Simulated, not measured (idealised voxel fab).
Documented hereafter: the process module known as voxel self aligned vias.
FYI the section here is cut, 300 nm wide, cells are 5 nm squares.
Cross-section = grid of square cells, listed top down in bands; band = one or more rows.
For a band, the entry starts with two heights in nm, that of the top and then that of the bottom, and carries on with the band's materials in order from left to right, each alongside its width in nm; the word "all across" beside a single material means it fills the band edge to edge, and "blank" means empty space.
We count height from 0. Below that, the starting wafer is all one material. The lowest band never ends at the bottom but goes on down; see "0 nm and below" for how that is written.
So if you see something like "30->40" for the width, read it as the top row of the band sitting at the first number and the bottom row at the second, with every row in between moving by the same amount as the last.
A step reported as "left unchanged" is a step in which no cell of the cross-section changed.
"Completely sealed voids" contains a list of empty spaces, each no smaller than 8 cells and without an open way to the top, written in the form width x height at distance with the distance from the left edge and all three in nm.
The remark found on a step's line after its settings is issued by the simulator itself and pertains to that step.
Each step line may optionally specify "overlay nm", which for a step with a mask gives the rightward distance between the mask's planned place and where it lay, a negative value indicating the leftward direction.

So here's the lineup of process steps we planned:
1) RECEIVE,material Si
2) CONFORMAL_DEP,material SiO2,thk nm 10
3) CONFORMAL_DEP,material SiCN,thk nm 5
4) DIRECTIONAL_DEP,material SiO2,thk nm 25
5) DIRECTIONAL_DEP,material aC,thk nm 15
6) PATTERN,tone open,mask id LINES,material resist,width nm 30,pitch nm 60,thk nm 30,overlay nm 0
7) DIRECTIONAL_ETCH,etch materials aC,depth nm 15
8) STRIP,etch materials resist
9) DIRECTIONAL_ETCH,etch materials SiO2,depth nm 25
10) STRIP,etch materials aC
11) CONFORMAL_DEP,material TiN,thk nm 5
12) FILL_DEP,material W,thk nm 5
13) CMP,height nm 40
14) SELECTIVE_ETCH,etch materials W Ru TiN,depth nm 10
15) FILL_DEP,material SiN,thk nm 10
16) CMP,height nm 40
17) DIRECTIONAL_DEP,material SiO2,thk nm 10
18) MASKED_ETCH,tone open,mask id VIAS,width nm 40,pitch nm 120,etch materials SiO2,depth nm 20,overlay nm 0
19) MASKED_ETCH,tone open,mask id VIAS,width nm 40,pitch nm 120,etch materials SiN,depth nm 10,overlay nm 0
20) CONFORMAL_DEP,material TiN,thk nm 5
21) FILL_DEP,material W,thk nm 5
22) CMP,height nm 60
23) CONFORMAL_DEP,material SiN,thk nm 5
What sets these wafers apart? The thk nm at step 17. They all start alike, and the plan carries the first wafer's value.

Sectional view: first of several wafers, as received, after step 1:
0 nm and below  Si all across
Completely sealed voids: none

Here is how to read the rows: every wafer has a row, and it shows the wafer at the end of the module, giving for each material how many cells were gained (+) or lost (-) since the wafer was received, then listing its closed voids:
thk nm 10, +60 SiCN, +72 SiN, +410 SiO2, +106 TiN, +132 W, Completely sealed voids: none
thk nm 15, +60 SiCN, +72 SiN, +458 SiO2, +110 TiN, +80 W, Completely sealed voids: none
thk nm 20, +60 SiCN, +72 SiN, +506 SiO2, +66 TiN, +76 W, Completely sealed voids: none
thk nm 25, +60 SiCN, +96 SiN, +522 SiO2, +54 TiN, +48 W, Completely sealed voids: none
thk nm 30, +60 SiCN, +96 SiN, +538 SiO2, +50 TiN, +36 W, Completely sealed voids: none
thk nm 35, +60 SiCN, +96 SiN, +554 SiO2, +46 TiN, +24 W, Completely sealed voids: none
